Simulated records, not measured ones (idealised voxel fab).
Process module under the name voxel self aligned vias
Cross-section cut: width 160 nm, square cells of 5 nm.
Notation: cross-section as square-cell grid; stated in bands, top first, going down; one or more cell rows per band.
First you get the band's top height and its bottom height, in nm, and then the materials it's made of, left to right, with each width in nm. If you see a single material with "everywhere", that one covers the band edge to edge. "air" is empty space.
Where do heights start? At 0: under that level the wafer as delivered is made of one material only. And the lowest band has no floor; it just carries on downward, as in "from 0 down".
Graded width ("30..40"): value in top row of band = first number; value in bottom row = second number; row-to-row change constant.
Step marked "changes: none"? Then no cell in the cross-section changed in it.
"Enclosed empty spaces" specifies each empty space that is not open to the top and that occupies no fewer than 8 cells, using the form width x height at distance, the distance measured from the left edge and all three quantities in nm.
Anything after a step's settings on that line? It's the simulator's own note about the step.
Steps that use a mask can have "overlay nm" on their line. It says how far the mask sat to the right of where it was meant to be. Negative means to the left.
Heads up before you read on: it's before/after pairs around one process step each, after side only down to the lowest band that changed, step plus settings under the pair. Pairs can be from different runs of this module, same starting wafer, so only chain a pair onto the one above if its "Ahead of processing" entry says so.
-- Ahead of processing
    from 0 down | Si everywhere
    Enclosed empty spaces: none
-- After the Step
    from 10 to 0 | SiO2 everywhere
    For the remainder of the cross-section, below 0, there is no change.
    Enclosed empty spaces: none
The two cross-sections above bracket this step: CONFORMAL_DEP, material SiO2, thk nm 10
Ahead of processing: no separate figure, the pair right above already shows it after its step.
-- After the Step
    from 15 to 10 | SiCN everywhere
    For the remainder of the cross-section, below 10, there is no change.
    Enclosed empty spaces: none
The two cross-sections above bracket this step: CONFORMAL_DEP, material SiCN, thk nm 5
Ahead of processing: no separate figure, the pair right above already shows it after its step.
-- After the Step
    from 40 to 15 | lowk everywhere
    For the remainder of the cross-section, below 15, there is no change.
    Enclosed empty spaces: none
The two cross-sections above bracket this step: DIRECTIONAL_DEP, material lowk, thk nm 25
Ahead of processing: no separate figure, the pair right above already shows it after its step.
-- After the Step
    from 55 to 40 | aC everywhere
    For the remainder of the cross-section, below 40, there is no change.
    Enclosed empty spaces: none
The two cross-sections above bracket this step: DIRECTIONAL_DEP, material aC, thk nm 15
Ahead of processing: no separate figure, the pair right above already shows it after its step.
-- After the Step
    from 85 to 55 | resist 40 nm; air 25 nm; resist 30 nm; air 25 nm; resist 40 nm
    For the remainder of the cross-section, below 55, there is no change.
    Enclosed empty spaces: none
The two cross-sections above bracket this step: PATTERN, tone open, mask id LINES, material resist, width nm 25, pitch nm 55, thk nm 30, overlay nm 0
Ahead of processing: no separate figure, the pair right above already shows it after its step.
-- After the Step
    from 70 to 55 | resist 40 nm; air 25 nm; resist 30 nm; air 25 nm; resist 40 nm
    from 55 to 40 | aC 40 nm; air 25 nm; aC 30 nm; air 25 nm; aC 40 nm
    For the remainder of the cross-section, below 40, there is no change.
    Enclosed empty spaces: none
The two cross-sections above bracket this step: DIRECTIONAL_ETCH, etch materials aC, depth nm 15
Ahead of processing: no separate figure, the pair right above already shows it after its step.
-- After the Step
    from 55 to 40 | aC 40 nm; air 25 nm; aC 30 nm; air 25 nm; aC 40 nm
    For the remainder of the cross-section, below 40, there is no change.
    Enclosed empty spaces: none
The two cross-sections above bracket this step: STRIP, etch materials resist
Ahead of processing: no separate figure, the pair right above already shows it after its step.
-- After the Step
    from 55 to 40 | aC 40 nm; air 25 nm; aC 30 nm; air 25 nm; aC 40 nm
    from 40 to 15 | lowk 40 nm; air 25 nm; lowk 30 nm; air 25 nm; lowk 40 nm
    For the remainder of the cross-section, below 15, there is no change.
    Enclosed empty spaces: none
The two cross-sections above bracket this step: DIRECTIONAL_ETCH, etch materials lowk, depth nm 25
Ahead of processing: no separate figure, the pair right above already shows it after its step.
-- After the Step
    from 40 to 15 | lowk 40 nm; air 25 nm; lowk 30 nm; air 25 nm; lowk 40 nm
    For the remainder of the cross-section, below 15, there is no change.
    Enclosed empty spaces: none
The two cross-sections above bracket this step: STRIP, etch materials aC
Ahead of processing: no separate figure, the pair right above already shows it after its step.
-- After the Step
    from 45 to 40 | TiN 45 nm; air 15 nm; TiN 40 nm; air 15 nm; TiN 45 nm
    from 40 to 20 | lowk 40 nm; TiN 5 nm; air 15 nm; TiN 5 nm; lowk 30 nm; TiN 5 nm; air 15 nm; TiN 5 nm; lowk 40 nm
    from 20 to 15 | lowk 40 nm; TiN 25 nm; lowk 30 nm; TiN 25 nm; lowk 40 nm
    For the remainder of the cross-section, below 15, there is no change.
    Enclosed empty spaces: none
The two cross-sections above bracket this step: CONFORMAL_DEP, material TiN, thk nm 5
Ahead of processing: no separate figure, the pair right above already shows it after its step.
-- After the Step
    from 50 to 45 | Ru everywhere
    from 45 to 40 | TiN 45 nm; Ru 15 nm; TiN 40 nm; Ru 15 nm; TiN 45 nm
    from 40 to 20 | lowk 40 nm; TiN 5 nm; Ru 15 nm; TiN 5 nm; lowk 30 nm; TiN 5 nm; Ru 15 nm; TiN 5 nm; lowk 40 nm
    For the remainder of the cross-section, below 20, there is no change.
    Enclosed empty spaces: none
The two cross-sections above bracket this step: FILL_DEP, material Ru, thk nm 5
Ahead of processing: no separate figure, the pair right above already shows it after its step.
-- After the Step
    from 40 to 20 | lowk 40 nm; TiN 5 nm; Ru 15 nm; TiN 5 nm; lowk 30 nm; TiN 5 nm; Ru 15 nm; TiN 5 nm; lowk 40 nm
    For the remainder of the cross-section, below 20, there is no change.
    Enclosed empty spaces: none
The two cross-sections above bracket this step: CMP, height nm 40
Ahead of processing: no separate figure, the pair right above already shows it after its step.
-- After the Step
    from 40 to 35 | lowk 40 nm; air 25 nm; lowk 30 nm; air 25 nm; lowk 40 nm
    For the remainder of the cross-section, below 35, there is no change.
    Enclosed empty spaces: none
The two cross-sections above bracket this step: SELECTIVE_ETCH, etch materials W Ru TiN, depth nm 5
Ahead of processing: no separate figure, the pair right above already shows it after its step.
-- After the Step
    from 50 to 40 | SiN everywhere
    from 40 to 35 | lowk 40 nm; SiN 25 nm; lowk 30 nm; SiN 25 nm; lowk 40 nm
    For the remainder of the cross-section, below 35, there is no change.
    Enclosed empty spaces: none
The two cross-sections above bracket this step: FILL_DEP, material SiN, thk nm 10
Ahead of processing: no separate figure, the pair right above already shows it after its step.
-- After the Step
    from 40 to 35 | lowk 40 nm; SiN 25 nm; lowk 30 nm; SiN 25 nm; lowk 40 nm
    For the remainder of the cross-section, below 35, there is no change.
    Enclosed empty spaces: none
The two cross-sections above bracket this step: CMP, height nm 40
Ahead of processing: no separate figure, the pair right above already shows it after its step.
-- After the Step
    from 55 to 40 | lowk everywhere
    For the remainder of the cross-section, below 40, there is no change.
    Enclosed empty spaces: none
The two cross-sections above bracket this step: DIRECTIONAL_DEP, material lowk, thk nm 15
Ahead of processing: no separate figure, the pair right above already shows it after its step.
-- After the Step
    from 70 to 55 | resist 35 nm; air 35 nm; resist 20 nm; air 35 nm; resist 35 nm
    For the remainder of the cross-section, below 55, there is no change.
    Enclosed empty spaces: none
The two cross-sections above bracket this step: PATTERN, tone open, mask id VIAS, material resist, width nm 35, pitch nm 55, thk nm 15, overlay nm 0
Ahead of processing: no separate figure, the pair right above already shows it after its step.
-- After the Step
    from 70 to 55 | resist 35 nm; air 35 nm; resist 20 nm; air 35 nm; resist 35 nm
    from 55 to 40 | lowk 35 nm; air 35 nm; lowk 20 nm; air 35 nm; lowk 35 nm
    For the remainder of the cross-section, below 40, there is no change.
    Enclosed empty spaces: none
The two cross-sections above bracket this step: DIRECTIONAL_ETCH, etch materials lowk, depth nm 15
Ahead of processing: no separate figure, the pair right above already shows it after its step.
-- After the Step
    from 70 to 55 | resist 35 nm; air 35 nm; resist 20 nm; air 35 nm; resist 35 nm
    from 55 to 40 | lowk 35 nm; air 35 nm; lowk 20 nm; air 35 nm; lowk 35 nm
    from 40 to 35 | lowk 40 nm; air 25 nm; lowk 30 nm; air 25 nm; lowk 40 nm
    For the remainder of the cross-section, below 35, there is no change.
    Enclosed empty spaces: none
The two cross-sections above bracket this step: DIRECTIONAL_ETCH, etch materials SiN, depth nm 5
Ahead of processing: no separate figure, the pair right above already shows it after its step.
-- After the Step
    from 55 to 40 | lowk 35 nm; air 35 nm; lowk 20 nm; air 35 nm; lowk 35 nm
    For the remainder of the cross-section, below 40, there is no change.
    Enclosed empty spaces: none
The two cross-sections above bracket this step: STRIP, etch materials resist
Ahead of processing: no separate figure, the pair right above already shows it after its step.
-- After the Step
    from 60 to 55 | TiN 40 nm; air 25 nm; TiN 30 nm; air 25 nm; TiN 40 nm
    from 55 to 45 | lowk 35 nm; TiN 5 nm; air 25 nm; TiN 5 nm; lowk 20 nm; TiN 5 nm; air 25 nm; TiN 5 nm; lowk 35 nm
    from 45 to 40 | lowk 35 nm; TiN 10 nm; air 15 nm; TiN 10 nm; lowk 20 nm; TiN 10 nm; air 15 nm; TiN 10 nm; lowk 35 nm
    from 40 to 35 | lowk 40 nm; TiN 25 nm; lowk 30 nm; TiN 25 nm; lowk 40 nm
    For the remainder of the cross-section, below 35, there is no change.
    Enclosed empty spaces: none
The two cross-sections above bracket this step: CONFORMAL_DEP, material TiN, thk nm 5
Ahead of processing: no separate figure, the pair right above already shows it after its step.
-- After the Step
    from 70 to 60 | W everywhere
    from 60 to 55 | TiN 40 nm; W 25 nm; TiN 30 nm; W 25 nm; TiN 40 nm
    from 55 to 45 | lowk 35 nm; TiN 5 nm; W 25 nm; TiN 5 nm; lowk 20 nm; TiN 5 nm; W 25 nm; TiN 5 nm; lowk 35 nm
    from 45 to 40 | lowk 35 nm; TiN 10 nm; W 15 nm; TiN 10 nm; lowk 20 nm; TiN 10 nm; W 15 nm; TiN 10 nm; lowk 35 nm
    For the remainder of the cross-section, below 40, there is no change.
    Enclosed empty spaces: none
The two cross-sections above bracket this step: FILL_DEP, material W, thk nm 10
Ahead of processing: no separate figure, the pair right above already shows it after its step.
-- After the Step
    from 55 to 45 | lowk 35 nm; TiN 5 nm; W 25 nm; TiN 5 nm; lowk 20 nm; TiN 5 nm; W 25 nm; TiN 5 nm; lowk 35 nm
    For the remainder of the cross-section, below 45, there is no change.
    Enclosed empty spaces: none
The two cross-sections above bracket this step: CMP, height nm 55
Ahead of processing: no separate figure, the pair right above already shows it after its step.
-- After the Step
    from 60 to 55 | SiN everywhere
    For the remainder of the cross-section, below 55, there is no change.
    Enclosed empty spaces: none
The two cross-sections above bracket this step: CONFORMAL_DEP, material SiN, thk nm 5
-- Ahead of processing
    from 70 to 60 | W everywhere
    from 60 to 55 | TiN 40 nm; W 25 nm; TiN 30 nm; W 25 nm; TiN 40 nm
    from 55 to 45 | lowk 35 nm; TiN 5 nm; W 25 nm; TiN 5 nm; lowk 20 nm; TiN 5 nm; W 25 nm; TiN 5 nm; lowk 35 nm
    from 45 to 40 | lowk 35 nm; TiN 10 nm; W 15 nm; TiN 10 nm; lowk 20 nm; TiN 10 nm; W 15 nm; TiN 10 nm; lowk 35 nm
    from 40 to 35 | lowk 40 nm; TiN 25 nm; lowk 30 nm; TiN 25 nm; lowk 40 nm
    from 35 to 20 | lowk 40 nm; TiN 5 nm; Ru 15 nm; TiN 5 nm; lowk 30 nm; TiN 5 nm; Ru 15 nm; TiN 5 nm; lowk 40 nm
    from 20 to 15 | lowk 40 nm; TiN 25 nm; lowk 30 nm; TiN 25 nm; lowk 40 nm
    from 15 to 10 | SiCN everywhere
    from 10 to 0 | SiO2 everywhere
    from 0 down | Si everywhere
    Enclosed empty spaces: none
-- After the Step
    from 75 to 70 | SiN everywhere
    For the remainder of the cross-section, below 70, there is no change.
    Enclosed empty spaces: none
The two cross-sections above bracket this step: CONFORMAL_DEP, material SiN, thk nm 5
-- Ahead of processing
    from 70 to 55 | resist 35 nm; air 35 nm; resist 20 nm; air 35 nm; resist 35 nm
    from 55 to 40 | lowk 35 nm; air 35 nm; lowk 20 nm; air 35 nm; lowk 35 nm
    from 40 to 35 | lowk 40 nm; SiN 25 nm; lowk 30 nm; SiN 25 nm; lowk 40 nm
    from 35 to 20 | lowk 40 nm; TiN 5 nm; Ru 15 nm; TiN 5 nm; lowk 30 nm; TiN 5 nm; Ru 15 nm; TiN 5 nm; lowk 40 nm
    from 20 to 15 | lowk 40 nm; TiN 25 nm; lowk 30 nm; TiN 25 nm; lowk 40 nm
    from 15 to 10 | SiCN everywhere
    from 10 to 0 | SiO2 everywhere
    from 0 down | Si everywhere
    Enclosed empty spaces: none
-- After the Step
    from 70 to 55 | resist 35 nm; air 35 nm; resist 20 nm; air 35 nm; resist 35 nm
    from 55 to 40 | lowk 35 nm; air 35 nm; lowk 20 nm; air 35 nm; lowk 35 nm
    from 40 to 35 | lowk 35 nm; air 5 nm; SiN 25 nm; air 5 nm; lowk 20 nm; air 5 nm; SiN 25 nm; air 5 nm; lowk 35 nm
    from 35 to 25 | lowk 35 nm; air 5 nm; TiN 5 nm; Ru 15 nm; TiN 5 nm; air 5 nm; lowk 20 nm; air 5 nm; TiN 5 nm; Ru 15 nm; TiN 5 nm; air 5 nm; lowk 35 nm
    For the remainder of the cross-section, below 25, there is no change.
    Enclosed empty spaces: none
The two cross-sections above bracket this step: DIRECTIONAL_ETCH, etch materials lowk, depth nm 15
Ahead of processing: no separate figure, the pair right above already shows it after its step.
-- After the Step
    from 70 to 55 | resist 35 nm; air 35 nm; resist 20 nm; air 35 nm; resist 35 nm
    from 55 to 35 | lowk 35 nm; air 35 nm; lowk 20 nm; air 35 nm; lowk 35 nm
    For the remainder of the cross-section, below 35, there is no change.
    Enclosed empty spaces: none
The two cross-sections above bracket this step: DIRECTIONAL_ETCH, etch materials SiN, depth nm 5
Ahead of processing: no separate figure, the pair right above already shows it after its step.
-- After the Step
    from 55 to 35 | lowk 35 nm; air 35 nm; lowk 20 nm; air 35 nm; lowk 35 nm
    For the remainder of the cross-section, below 35, there is no change.
    Enclosed empty spaces: none
The two cross-sections above bracket this step: STRIP, etch materials resist
Ahead of processing: no separate figure, the pair right above already shows it after its step.
-- After the Step
    from 60 to 55 | TiN 40 nm; air 25 nm; TiN 30 nm; air 25 nm; TiN 40 nm
    from 55 to 40 | lowk 35 nm; TiN 5 nm; air 25 nm; TiN 5 nm; lowk 20 nm; TiN 5 nm; air 25 nm; TiN 5 nm; lowk 35 nm
    from 40 to 35 | lowk 35 nm; TiN 35 nm; lowk 20 nm; TiN 35 nm; lowk 35 nm
    from 35 to 25 | lowk 35 nm; TiN 10 nm; Ru 15 nm; TiN 10 nm; lowk 20 nm; TiN 10 nm; Ru 15 nm; TiN 10 nm; lowk 35 nm
    For the remainder of the cross-section, below 25, there is no change.
    Enclosed empty spaces: none
The two cross-sections above bracket this step: CONFORMAL_DEP, material TiN, thk nm 5
Ahead of processing: no separate figure, the pair right above already shows it after its step.
-- After the Step
    from 70 to 60 | W everywhere
    from 60 to 55 | TiN 40 nm; W 25 nm; TiN 30 nm; W 25 nm; TiN 40 nm
    from 55 to 40 | lowk 35 nm; TiN 5 nm; W 25 nm; TiN 5 nm; lowk 20 nm; TiN 5 nm; W 25 nm; TiN 5 nm; lowk 35 nm
    For the remainder of the cross-section, below 40, there is no change.
    Enclosed empty spaces: none
The two cross-sections above bracket this step: FILL_DEP, material W, thk nm 10
Ahead of processing: no separate figure, the pair right above already shows it after its step.
-- After the Step
    from 55 to 40 | lowk 35 nm; TiN 5 nm; W 25 nm; TiN 5 nm; lowk 20 nm; TiN 5 nm; W 25 nm; TiN 5 nm; lowk 35 nm
    For the remainder of the cross-section, below 40, there is no change.
    Enclosed empty spaces: none
The two cross-sections above bracket this step: CMP, height nm 55
Ahead of processing: no separate figure, the pair right above already shows it after its step.
-- After the Step
    from 60 to 55 | SiN everywhere
    For the remainder of the cross-section, below 55, there is no change.
    Enclosed empty spaces: none
The two cross-sections above bracket this step: CONFORMAL_DEP, material SiN, thk nm 5
-- Ahead of processing
    from 10 to 0 | SiO2 everywhere
    from 0 down | Si everywhere
    Enclosed empty spaces: none
-- After the Step
    from 35 to 10 | lowk everywhere
    For the remainder of the cross-section, below 10, there is no change.
    Enclosed empty spaces: none
The two cross-sections above bracket this step: DIRECTIONAL_DEP, material lowk, thk nm 25
Ahead of processing: no separate figure, the pair right above already shows it after its step.
-- After the Step
    from 40 to 35 | SiCN everywhere
    For the remainder of the cross-section, below 35, there is no change.
    Enclosed empty spaces: none
The two cross-sections above bracket this step: CONFORMAL_DEP, material SiCN, thk nm 5
Ahead of processing: no separate figure, the pair right above already shows it after its step.
-- After the Step
    from 55 to 40 | aC everywhere
    For the remainder of the cross-section, below 40, there is no change.
    Enclosed empty spaces: none
The two cross-sections above bracket this step: DIRECTIONAL_DEP, material aC, thk nm 15
Ahead of processing: no separate figure, the pair right above already shows it after its step.
-- After the Step
    from 85 to 55 | resist 40 nm; air 25 nm; resist 30 nm; air 25 nm; resist 40 nm
    For the remainder of the cross-section, below 55, there is no change.
    Enclosed empty spaces: none
The two cross-sections above bracket this step: PATTERN, tone open, mask id LINES, material resist, width nm 25, pitch nm 55, thk nm 30, overlay nm 0
Ahead of processing: no separate figure, the pair right above already shows it after its step.
-- After the Step
    from 70 to 55 | resist 40 nm; air 25 nm; resist 30 nm; air 25 nm; resist 40 nm
    from 55 to 40 | aC 40 nm; air 25 nm; aC 30 nm; air 25 nm; aC 40 nm
    For the remainder of the cross-section, below 40, there is no change.
    Enclosed empty spaces: none
The two cross-sections above bracket this step: DIRECTIONAL_ETCH, etch materials aC, depth nm 15
Ahead of processing: no separate figure, the pair right above already shows it after its step.
-- After the Step
    from 55 to 40 | aC 40 nm; air 25 nm; aC 30 nm; air 25 nm; aC 40 nm
    For the remainder of the cross-section, below 40, there is no change.
    Enclosed empty spaces: none
The two cross-sections above bracket this step: STRIP, etch materials resist
Ahead of processing: no separate figure, the pair right above already shows it after its step.
-- After the Step
    from 40 to 35 | SiCN everywhere
    For the remainder of the cross-section, below 35, there is no change.
    Enclosed empty spaces: none
The two cross-sections above bracket this step: STRIP, etch materials aC
Ahead of processing: no separate figure, the pair right above already shows it after its step.
-- After the Step
    from 45 to 40 | TiN everywhere
    For the remainder of the cross-section, below 40, there is no change.
    Enclosed empty spaces: none
The two cross-sections above bracket this step: CONFORMAL_DEP, material TiN, thk nm 5
Ahead of processing: no separate figure, the pair right above already shows it after its step.
-- After the Step
    from 50 to 45 | Ru everywhere
    For the remainder of the cross-section, below 45, there is no change.
    Enclosed empty spaces: none
The two cross-sections above bracket this step: FILL_DEP, material Ru, thk nm 5
Ahead of processing: no separate figure, the pair right above already shows it after its step.
-- After the Step
    from 40 to 35 | SiCN everywhere
    For the remainder of the cross-section, below 35, there is no change.
    Enclosed empty spaces: none
The two cross-sections above bracket this step: CMP, height nm 40
Ahead of processing: no separate figure, the pair right above already shows it after its step.
-- After the Step
    from 50 to 40 | SiN everywhere
    For the remainder of the cross-section, below 40, there is no change.
    Enclosed empty spaces: none
The two cross-sections above bracket this step: FILL_DEP, material SiN, thk nm 10
Ahead of processing: no separate figure, the pair right above already shows it after its step.
-- After the Step
    from 40 to 35 | SiCN everywhere
    For the remainder of the cross-section, below 35, there is no change.
    Enclosed empty spaces: none
The two cross-sections above bracket this step: CMP, height nm 40
Ahead of processing: no separate figure, the pair right above already shows it after its step.
-- After the Step
    from 55 to 40 | lowk everywhere
    For the remainder of the cross-section, below 40, there is no change.
    Enclosed empty spaces: none
The two cross-sections above bracket this step: DIRECTIONAL_DEP, material lowk, thk nm 15
Ahead of processing: no separate figure, the pair right above already shows it after its step.
-- After the Step
    from 70 to 55 | resist 35 nm; air 35 nm; resist 20 nm; air 35 nm; resist 35 nm
    For the remainder of the cross-section, below 55, there is no change.
    Enclosed empty spaces: none
The two cross-sections above bracket this step: PATTERN, tone open, mask id VIAS, material resist, width nm 35, pitch nm 55, thk nm 15, overlay nm 0
Ahead of processing: no separate figure, the pair right above already shows it after its step.
-- After the Step
    from 70 to 55 | resist 35 nm; air 35 nm; resist 20 nm; air 35 nm; resist 35 nm
    from 55 to 40 | lowk 35 nm; air 35 nm; lowk 20 nm; air 35 nm; lowk 35 nm
    For the remainder of the cross-section, below 40, there is no change.
    Enclosed empty spaces: none
The two cross-sections above bracket this step: DIRECTIONAL_ETCH, etch materials lowk, depth nm 15
Ahead of processing: no separate figure, the pair right above already shows it after its step.
-- After the Step
    from 55 to 40 | lowk 35 nm; air 35 nm; lowk 20 nm; air 35 nm; lowk 35 nm
    For the remainder of the cross-section, below 40, there is no change.
    Enclosed empty spaces: none
The two cross-sections above bracket this step: STRIP, etch materials resist
Ahead of processing: no separate figure, the pair right above already shows it after its step.
-- After the Step
    from 60 to 55 | TiN 40 nm; air 25 nm; TiN 30 nm; air 25 nm; TiN 40 nm
    from 55 to 45 | lowk 35 nm; TiN 5 nm; air 25 nm; TiN 5 nm; lowk 20 nm; TiN 5 nm; air 25 nm; TiN 5 nm; lowk 35 nm
    from 45 to 40 | lowk 35 nm; TiN 35 nm; lowk 20 nm; TiN 35 nm; lowk 35 nm
    For the remainder of the cross-section, below 40, there is no change.
    Enclosed empty spaces: none
The two cross-sections above bracket this step: CONFORMAL_DEP, material TiN, thk nm 5
Ahead of processing: no separate figure, the pair right above already shows it after its step.
-- After the Step
    from 70 to 60 | W everywhere
    from 60 to 55 | TiN 40 nm; W 25 nm; TiN 30 nm; W 25 nm; TiN 40 nm
    from 55 to 45 | lowk 35 nm; TiN 5 nm; W 25 nm; TiN 5 nm; lowk 20 nm; TiN 5 nm; W 25 nm; TiN 5 nm; lowk 35 nm
    For the remainder of the cross-section, below 45, there is no change.
    Enclosed empty spaces: none
The two cross-sections above bracket this step: FILL_DEP, material W, thk nm 10
Ahead of processing: no separate figure, the pair right above already shows it after its step.
-- After the Step
    from 55 to 45 | lowk 35 nm; TiN 5 nm; W 25 nm; TiN 5 nm; lowk 20 nm; TiN 5 nm; W 25 nm; TiN 5 nm; lowk 35 nm
    For the remainder of the cross-section, below 45, there is no change.
    Enclosed empty spaces: none
The two cross-sections above bracket this step: CMP, height nm 55
Ahead of processing: no separate figure, the pair right above already shows it after its step.
-- After the Step
    from 60 to 55 | SiN everywhere
    For the remainder of the cross-section, below 55, there is no change.
    Enclosed empty spaces: none
The two cross-sections above bracket this step: CONFORMAL_DEP, material SiN, thk nm 5
-- Ahead of processing
    from 0 down | Si everywhere
    Enclosed empty spaces: none
-- After the Step
    from 5 to 0 | SiO2 everywhere
    For the remainder of the cross-section, below 0, there is no change.
    Enclosed empty spaces: none
The two cross-sections above bracket this step: CONFORMAL_DEP, material SiO2, thk nm 5
Ahead of processing: no separate figure, the pair right above already shows it after its step.
-- After the Step
    from 10 to 5 | SiCN everywhere
    For the remainder of the cross-section, below 5, there is no change.
    Enclosed empty spaces: none
The two cross-sections above bracket this step: CONFORMAL_DEP, material SiCN, thk nm 5
Ahead of processing: no separate figure, the pair right above already shows it after its step.
-- After the Step
    from 35 to 10 | lowk everywhere
    For the remainder of the cross-section, below 10, there is no change.
    Enclosed empty spaces: none
The two cross-sections above bracket this step: DIRECTIONAL_DEP, material lowk, thk nm 25
Ahead of processing: no separate figure, the pair right above already shows it after its step.
-- After the Step
    from 50 to 35 | aC everywhere
    For the remainder of the cross-section, below 35, there is no change.
    Enclosed empty spaces: none
The two cross-sections above bracket this step: DIRECTIONAL_DEP, material aC, thk nm 15
Ahead of processing: no separate figure, the pair right above already shows it after its step.
-- After the Step
    from 80 to 50 | resist 40 nm; air 25 nm; resist 30 nm; air 25 nm; resist 40 nm
    For the remainder of the cross-section, below 50, there is no change.
    Enclosed empty spaces: none
The two cross-sections above bracket this step: PATTERN, tone open, mask id LINES, material resist, width nm 25, pitch nm 55, thk nm 30, overlay nm 0
Ahead of processing: no separate figure, the pair right above already shows it after its step.
-- After the Step
    from 65 to 50 | resist 40 nm; air 25 nm; resist 30 nm; air 25 nm; resist 40 nm
    from 50 to 35 | aC 40 nm; air 25 nm; aC 30 nm; air 25 nm; aC 40 nm
    For the remainder of the cross-section, below 35, there is no change.
    Enclosed empty spaces: none
The two cross-sections above bracket this step: DIRECTIONAL_ETCH, etch materials aC, depth nm 15
Ahead of processing: no separate figure, the pair right above already shows it after its step.
-- After the Step
    from 50 to 35 | aC 40 nm; air 25 nm; aC 30 nm; air 25 nm; aC 40 nm
    For the remainder of the cross-section, below 35, there is no change.
    Enclosed empty spaces: none
The two cross-sections above bracket this step: STRIP, etch materials resist
Ahead of processing: no separate figure, the pair right above already shows it after its step.
-- After the Step
    from 50 to 35 | aC 40 nm; air 25 nm; aC 30 nm; air 25 nm; aC 40 nm
    from 35 to 10 | lowk 40 nm; air 25 nm; lowk 30 nm; air 25 nm; lowk 40 nm
    For the remainder of the cross-section, below 10, there is no change.
    Enclosed empty spaces: none
The two cross-sections above bracket this step: DIRECTIONAL_ETCH, etch materials lowk, depth nm 25
Ahead of processing: no separate figure, the pair right above already shows it after its step.
-- After the Step
    from 35 to 10 | lowk 40 nm; air 25 nm; lowk 30 nm; air 25 nm; lowk 40 nm
    For the remainder of the cross-section, below 10, there is no change.
    Enclosed empty spaces: none
The two cross-sections above bracket this step: STRIP, etch materials aC
Ahead of processing: no separate figure, the pair right above already shows it after its step.
-- After the Step
    from 40 to 35 | TiN 45 nm; air 15 nm; TiN 40 nm; air 15 nm; TiN 45 nm
    from 35 to 15 | lowk 40 nm; TiN 5 nm; air 15 nm; TiN 5 nm; lowk 30 nm; TiN 5 nm; air 15 nm; TiN 5 nm; lowk 40 nm
    from 15 to 10 | lowk 40 nm; TiN 25 nm; lowk 30 nm; TiN 25 nm; lowk 40 nm
    For the remainder of the cross-section, below 10, there is no change.
    Enclosed empty spaces: none
The two cross-sections above bracket this step: CONFORMAL_DEP, material TiN, thk nm 5
Ahead of processing: no separate figure, the pair right above already shows it after its step.
-- After the Step
    from 45 to 40 | Ru everywhere
    from 40 to 35 | TiN 45 nm; Ru 15 nm; TiN 40 nm; Ru 15 nm; TiN 45 nm
    from 35 to 15 | lowk 40 nm; TiN 5 nm; Ru 15 nm; TiN 5 nm; lowk 30 nm; TiN 5 nm; Ru 15 nm; TiN 5 nm; lowk 40 nm
    For the remainder of the cross-section, below 15, there is no change.
    Enclosed empty spaces: none
The two cross-sections above bracket this step: FILL_DEP, material Ru, thk nm 5
Ahead of processing: no separate figure, the pair right above already shows it after its step.
-- After the Step
    from 40 to 35 | TiN 45 nm; Ru 15 nm; TiN 40 nm; Ru 15 nm; TiN 45 nm
    For the remainder of the cross-section, below 35, there is no change.
    Enclosed empty spaces: none
The two cross-sections above bracket this step: CMP, height nm 40
Ahead of processing: no separate figure, the pair right above already shows it after its step.
-- After the Step
    from 35 to 15 | lowk 40 nm; TiN 5 nm; Ru 15 nm; TiN 5 nm; lowk 30 nm; TiN 5 nm; Ru 15 nm; TiN 5 nm; lowk 40 nm
    For the remainder of the cross-section, below 15, there is no change.
    Enclosed empty spaces: none
The two cross-sections above bracket this step: SELECTIVE_ETCH, etch materials W Ru TiN, depth nm 5
Ahead of processing: no separate figure, the pair right above already shows it after its step.
-- After the Step
    from 45 to 35 | SiN everywhere
    For the remainder of the cross-section, below 35, there is no change.
    Enclosed empty spaces: none
The two cross-sections above bracket this step: FILL_DEP, material SiN, thk nm 10
Ahead of processing: no separate figure, the pair right above already shows it after its step.
-- After the Step
    from 40 to 35 | SiN everywhere
    For the remainder of the cross-section, below 35, there is no change.
    Enclosed empty spaces: none
The two cross-sections above bracket this step: CMP, height nm 40
Ahead of processing: no separate figure, the pair right above already shows it after its step.
-- After the Step
    from 55 to 40 | lowk everywhere
    For the remainder of the cross-section, below 40, there is no change.
    Enclosed empty spaces: none
The two cross-sections above bracket this step: DIRECTIONAL_DEP, material lowk, thk nm 15
Ahead of processing: no separate figure, the pair right above already shows it after its step.
-- After the Step
    from 70 to 55 | resist 35 nm; air 35 nm; resist 20 nm; air 35 nm; resist 35 nm
    For the remainder of the cross-section, below 55, there is no change.
    Enclosed empty spaces: none
The two cross-sections above bracket this step: PATTERN, tone open, mask id VIAS, material resist, width nm 35, pitch nm 55, thk nm 15, overlay nm 0
Ahead of processing: no separate figure, the pair right above already shows it after its step.
-- After the Step
    from 70 to 55 | resist 35 nm; air 35 nm; resist 20 nm; air 35 nm; resist 35 nm
    from 55 to 40 | lowk 35 nm; air 35 nm; lowk 20 nm; air 35 nm; lowk 35 nm
    For the remainder of the cross-section, below 40, there is no change.
    Enclosed empty spaces: none
The two cross-sections above bracket this step: DIRECTIONAL_ETCH, etch materials lowk, depth nm 15
Ahead of processing: no separate figure, the pair right above already shows it after its step.
-- After the Step
    from 70 to 55 | resist 35 nm; air 35 nm; resist 20 nm; air 35 nm; resist 35 nm
    from 55 to 40 | lowk 35 nm; air 35 nm; lowk 20 nm; air 35 nm; lowk 35 nm
    from 40 to 35 | SiN 35 nm; air 35 nm; SiN 20 nm; air 35 nm; SiN 35 nm
    For the remainder of the cross-section, below 35, there is no change.
    Enclosed empty spaces: none
The two cross-sections above bracket this step: DIRECTIONAL_ETCH, etch materials SiN, depth nm 5
Ahead of processing: no separate figure, the pair right above already shows it after its step.
-- After the Step
    from 55 to 40 | lowk 35 nm; air 35 nm; lowk 20 nm; air 35 nm; lowk 35 nm
    For the remainder of the cross-section, below 40, there is no change.
    Enclosed empty spaces: none
The two cross-sections above bracket this step: STRIP, etch materials resist
Ahead of processing: no separate figure, the pair right above already shows it after its step.
-- After the Step
    from 60 to 55 | TiN 40 nm; air 25 nm; TiN 30 nm; air 25 nm; TiN 40 nm
    from 55 to 40 | lowk 35 nm; TiN 5 nm; air 25 nm; TiN 5 nm; lowk 20 nm; TiN 5 nm; air 25 nm; TiN 5 nm; lowk 35 nm
    from 40 to 35 | SiN 35 nm; TiN 35 nm; SiN 20 nm; TiN 35 nm; SiN 35 nm
    For the remainder of the cross-section, below 35, there is no change.
    Enclosed empty spaces: none
The two cross-sections above bracket this step: CONFORMAL_DEP, material TiN, thk nm 5
Ahead of processing: no separate figure, the pair right above already shows it after its step.
-- After the Step
    from 70 to 60 | W everywhere
    from 60 to 55 | TiN 40 nm; W 25 nm; TiN 30 nm; W 25 nm; TiN 40 nm
    from 55 to 40 | lowk 35 nm; TiN 5 nm; W 25 nm; TiN 5 nm; lowk 20 nm; TiN 5 nm; W 25 nm; TiN 5 nm; lowk 35 nm
    For the remainder of the cross-section, below 40, there is no change.
    Enclosed empty spaces: none
The two cross-sections above bracket this step: FILL_DEP, material W, thk nm 10
